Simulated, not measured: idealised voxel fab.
process module | voxel plated lines
cross-section cut | 220 nm wide | cells 5 nm
A cross-section is a grid of square cells, given in bands from the top down. A band is one or more rows of cells.
Each band's line starts with the height of the band's top and of its bottom, in nm. Then come its materials from left to right, each with its width in nm. One material with "throughout" fills the band from edge to edge. "air" is empty space.
Height 0 is the level under which the wafer as received is all one material. The lowest band goes on downwards, as in "0 down".
A width such as "30 to 40" changes by the same amount from each row of cells to the next, from the band's top row to its bottom row.
"no change" after a step means that no cell of the cross-section changed.
closed voids: empty space of 8 cells or more with no open way to the top, each as width x height at its distance from the left edge, in nm
after a step's settings: what the simulator itself notes on the step
overlay nm, on a step with a mask: how far to the right of its planned place the mask lay; to the left if negative
plan
1 op RECEIVE | material Si
2 op CONFORMAL_DEP | material Al2O3 | thk nm 15
3 op DIRECTIONAL_DEP | material TiN | thk nm 5
4 op PATTERN | tone open | mask id LINES | material resist | width nm 15 | pitch nm 30 | thk nm 40 | overlay nm 0
5 op EPI | material Ru | thk nm 5
6 op EPI | material Ru | thk nm 10
7 op EPI | material Ru | thk nm 5
8 op STRIP | etch materials resist
9 op DIRECTIONAL_ETCH | etch materials TiN | depth nm 5
10 op CONFORMAL_DEP | material SiCN | thk nm 5
varied across the wafers: thk nm of step 3. The plan shows the first wafer's value. All wafers start alike
first wafer as received, after step 1
  0 down: Si throughout
  closed voids: none
each wafer at the end: cells of each material gained (+) or lost (-) since it was received, then its closed voids
thk nm 5 | +132 Al2O3 | +36 Ru | +74 SiCN | +9 TiN | closed voids: none
thk nm 10 | +132 Al2O3 | +36 Ru | +74 SiCN | +53 TiN | closed voids: none
thk nm 15 | +132 Al2O3 | +36 Ru | +74 SiCN | +97 TiN | closed voids: none
thk nm 20 | +132 Al2O3 | +36 Ru | +74 SiCN | +141 TiN | closed voids: none
